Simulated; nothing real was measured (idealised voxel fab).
process module | voxel ribs on slabs
cross-section cut | 275 nm wide | cells 5 nm
A cross-section is a grid of square cells, given in bands from the top down. A band is one or more rows of cells.
Each band's line starts with the height of the band's top and of its bottom, in nm. Then come its materials from left to right, each with its width in nm. One material with "throughout" fills the band from edge to edge. "air" is empty space.
Height 0 is the level under which the wafer as received is all one material. The lowest band goes on downwards, as in "0 down".
A width such as "30 to 40" changes by the same amount from each row of cells to the next, from the band's top row to its bottom row.
"no change" after a step means that no cell of the cross-section changed.
closed voids: empty space of 8 cells or more with no open way to the top, each as width x height at its distance from the left edge, in nm
after a step's settings: what the simulator itself notes on the step
overlay nm, on a step with a mask: how far to the right of its planned place the mask lay; to the left if negative
plan
1 op RECEIVE | material Si
2 op DIRECTIONAL_DEP | material SiO2 | thk nm 20
3 op DIRECTIONAL_DEP | material SiN | thk nm 20
4 op MASKED_ETCH | tone cover | mask id RIB | width nm 25 | etch materials SiN | depth nm 10 | overlay nm 0
5 op MASKED_ETCH | tone cover | mask id SLAB | width nm 55 | etch materials SiN | depth nm 10 | overlay nm 0
6 op FILL_DEP | material SiO2 | thk nm 25
7 op CMP | height nm 60
8 op DIRECTIONAL_DEP | material TiN | thk nm 5
9 op PATTERN | tone cover | mask id HEATER | material resist | width nm 35 | thk nm 20 | overlay nm 0
10 op DIRECTIONAL_ETCH | etch materials TiN | depth nm 5
11 op STRIP | etch materials resist
12 op CONFORMAL_DEP | material SiN | thk nm 10
first wafer, as planned
as received, after step 1
  0 down: Si throughout
  closed voids: none
after step 2
  20 to 0: SiO2 throughout
  below 0: unchanged
after step 3
  40 to 20: SiN throughout
  below 20: unchanged
after step 4
  40 to 30: air 125 | SiN 25 | air 125
  below 30: unchanged
after step 5
  40 to 30: air 125 | SiN 25 | air 125
  30 to 20: air 110 | SiN 55 | air 110
  below 20: unchanged
after step 6
  65 to 40: SiO2 throughout
  40 to 30: SiO2 125 | SiN 25 | SiO2 125
  30 to 20: SiO2 110 | SiN 55 | SiO2 110
  below 20: unchanged
after step 7
  60 to 40: SiO2 throughout
  below 40: unchanged
after step 8
  65 to 60: TiN throughout
  below 60: unchanged
after step 9
  85 to 65: air 120 | resist 35 | air 120
  below 65: unchanged
after step 10
  85 to 65: air 120 | resist 35 | air 120
  65 to 60: air 120 | TiN 35 | air 120
  below 60: unchanged
after step 11
  65 to 60: air 120 | TiN 35 | air 120
  below 60: unchanged
after step 12
  75 to 70: air 110 | SiN 55 | air 110
  70 to 65: SiN throughout
  65 to 60: SiN 120 | TiN 35 | SiN 120
  below 60: unchanged
second wafer: like start, like plan, one mistake. Through step 1 it matches the first wafer
when step 2 should have ended
  20 to 0: SiN throughout
  below 0: unchanged
when step 3 should have ended
  40 to 20: SiO2 throughout
  below 20: unchanged
when step 4 should have ended: no change
when step 5 should have ended: no change
when step 6 should have ended
  65 to 20: SiO2 throughout
  below 20: unchanged
when step 7 should have ended
  60 to 20: SiO2 throughout
  below 20: unchanged
when step 8 should have ended
  65 to 60: TiN throughout
  below 60: unchanged
when step 9 should have ended
  85 to 65: air 120 | resist 35 | air 120
  below 65: unchanged
when step 10 should have ended
  85 to 65: air 120 | resist 35 | air 120
  65 to 60: air 120 | TiN 35 | air 120
  below 60: unchanged
when step 11 should have ended
  65 to 60: air 120 | TiN 35 | air 120
  below 60: unchanged
when step 12 should have ended
  75 to 70: air 110 | SiN 55 | air 110
  70 to 65: SiN throughout
  65 to 60: SiN 120 | TiN 35 | SiN 120
  below 60: unchanged
what went wrong: steps 2 and 3 were swapped
at the end the second wafer has, in cells: 188 more of SiN | 188 fewer of SiO2
